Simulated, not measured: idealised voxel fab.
Title: Process Module voxel gate over fins
The figure presents cross-section cut, which has a width of 145 nm and is divided into square cells with an edge length of 5 nm.
Cross-sections here: square-cell grids, written as top-down lists of bands, a band being one or more rows of cells. Top, bottom (nm), then materials left to right with widths (nm); lone material tagged "edge to edge" fills the whole band edge to edge; "blank" = empty space. For the purposes of this specification, 0 denotes the height below which the wafer in its as-received condition is composed wholly of one material, and the lowermost band, lacking a lower limit, extends downward without end, as expressed in "0 nm and below". Quick explanation for "30..40": the width changes in equal steps down the rows of cells, from the first number in the band's top row to the second number in its bottom row. You'll sometimes find "changes: none" written for a step, and that's the way of saying that nowhere in the cross-section did a cell change during that step. If an empty space has no open way to the top and is at least 8 cells in size, "Sealed void inventory" lists it, written width x height at distance, where distance is measured from the left edge and every value is in nm. If you see something after the settings on a step's line, that's the simulator's own remark about that step. "overlay nm" on a masked step: distance the mask lay right of its planned place, negative for left.

[The following list gives the planned process steps]
step 1: RECEIVE, material Si
step 2: CONFORMAL_DEP, material SiN, thk nm 10
step 3: DIRECTIONAL_DEP, material aC, thk nm 10
step 4: PATTERN, tone cover, mask id FINS, material resist, width nm 15, pitch nm 35, thk nm 30, overlay nm 0
step 5: DIRECTIONAL_ETCH, etch materials aC, depth nm 10
step 6: STRIP, etch materials resist
step 7: DIRECTIONAL_ETCH, etch materials SiN, depth nm 10
step 8: DIRECTIONAL_ETCH, etch materials Si, depth nm 40
step 9: STRIP, etch materials aC
step 10: OXIDIZE, depth nm 5
step 11: FILL_DEP, material SiO2, thk nm 5
step 12: CMP, height nm 10
step 13: SELECTIVE_ETCH, etch materials SiO2, depth nm 25
step 14: STRIP, etch materials SiN
step 15: CONFORMAL_DEP, material HfO2, thk nm 5
step 16: CONFORMAL_DEP, material TiN, thk nm 5
step 17: CONFORMAL_DEP, material TiAl, thk nm 5
step 18: CONFORMAL_DEP, material TiN, thk nm 5
step 19: FILL_DEP, material W, thk nm 15
step 20: CMP, height nm 20
step 21: CONFORMAL_DEP, material SiCN, thk nm 5
Every wafer here starts from the same state; it is the step 20 height nm that distinguishes them, and the value the plan gives belongs to the first wafer.

[The first of several wafers in cross-section, exactly as it reached us after step 1]
* 0 nm and below | Si edge to edge
* Sealed void inventory: none

[Heads up, this table goes wafer by wafer. A row tells you, at the end of the module, how many cells of each material that wafer has put on (+) or dropped (-) since it was received, and then its closed voids]
height nm 20 | +41 HfO2 | -243 Si | +29 SiCN | +162 SiO2 | +41 TiAl | +76 TiN | +39 W | Sealed void inventory: none
height nm 25 | +41 HfO2 | -243 Si | +29 SiCN | +162 SiO2 | +41 TiAl | +76 TiN | +68 W | Sealed void inventory: none
height nm 30 | +41 HfO2 | -243 Si | +29 SiCN | +162 SiO2 | +41 TiAl | +76 TiN | +97 W | Sealed void inventory: none
height nm 35 | +41 HfO2 | -243 Si | +29 SiCN | +162 SiO2 | +41 TiAl | +76 TiN | +126 W | Sealed void inventory: none
